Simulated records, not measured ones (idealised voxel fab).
The name of this process module is voxel double patterning.
The cross-section shown here is cut; it is 190 nm wide and divided into square cells measuring 5 nm on a side.
The cross-sections in this document take the form of a grid made of square cells. They are written out as bands, in order from top to bottom. Each band consists of one or more rows of cells. Basically the band line says how high the top is and how high the bottom is, in nm, and then what's in it from left to right, every material with its width in nm. Empty space shows up as "air", and if a single material carries "full width" it runs the full band edge to edge. A quick word on heights: they are counted from 0, and under that level the wafer as it came to us is one material throughout. The lowest band is different from the rest in having no bottom; it simply continues downward, written as in "0 down". Graded width ("30 to 40"): value in top row of band = first number; value in bottom row = second number; row-to-row change constant. The cross-section has no changed cell in any step marked "no alterations made". Entry "Closed voids list". Content: empty spaces with no open connection to the top, size 8 cells or greater. Each: width x height at distance. Distance: from left edge. Unit: nm. Text after the settings on a step's line: the simulator's own remark on that step. For masked steps, "overlay nm" on the step line gives how far right of plan the mask actually lay; a minus sign means it lay to the left.
Set out below are the planned steps of the process:
step 1: op RECEIVE | material Si
step 2: op CONFORMAL_DEP | material SiO2 | thk nm 5
step 3: op DIRECTIONAL_DEP | material W | thk nm 10
step 4: op DIRECTIONAL_DEP | material SiN | thk nm 5
step 5: op DIRECTIONAL_DEP | material aC | thk nm 15
step 6: op PATTERN | tone open | mask id FIRST | material resist | width nm 15 | pitch nm 50 | thk nm 30 | overlay nm 0
step 7: op DIRECTIONAL_ETCH | etch materials aC | depth nm 15
step 8: op STRIP | etch materials resist
step 9: op DIRECTIONAL_ETCH | etch materials SiN | depth nm 5
step 10: op STRIP | etch materials aC
step 11: op PATTERN | tone open | mask id SECOND | material resist | width nm 15 | pitch nm 50 | thk nm 20 | overlay nm 0
step 12: op DIRECTIONAL_ETCH | etch materials SiN | depth nm 5
step 13: op STRIP | etch materials resist
step 14: op DIRECTIONAL_ETCH | etch materials W | depth nm 10
step 15: op STRIP | etch materials SiN
This is the cross-section of the wafer as we received it, i.e. after step 1:
  0 down: Si full width
  Closed voids list: none
The first of two wafers, cross-sectioned at the end of the module, with the run proceeding as planned:
  15 to 5: 35 W, 15 air, 10 W, 15 air, 10 W, 15 air, 10 W, 15 air, 10 W, 15 air, 40 W
  5 to 0: SiO2 full width
  0 down: Si full width
  Closed voids list: none
Second wafer through the module, sectioned at the end: same beginning and same plan as the first wafer, with one mistake in carrying it out:
  25 to 15: 35 W, 15 air, 10 W, 15 air, 10 W, 15 air, 10 W, 15 air, 10 W, 15 air, 40 W
  15 to 0: SiO2 full width
  0 down: Si full width
  Closed voids list: none
what went wrong: planned and actual differ for step 2; actual: op CONFORMAL_DEP | material SiO2 | thk nm 15
Upon completion, the second wafer contains, in terms of cells, a greater or smaller amount of certain materials than the first wafer: SiO2: 76 more
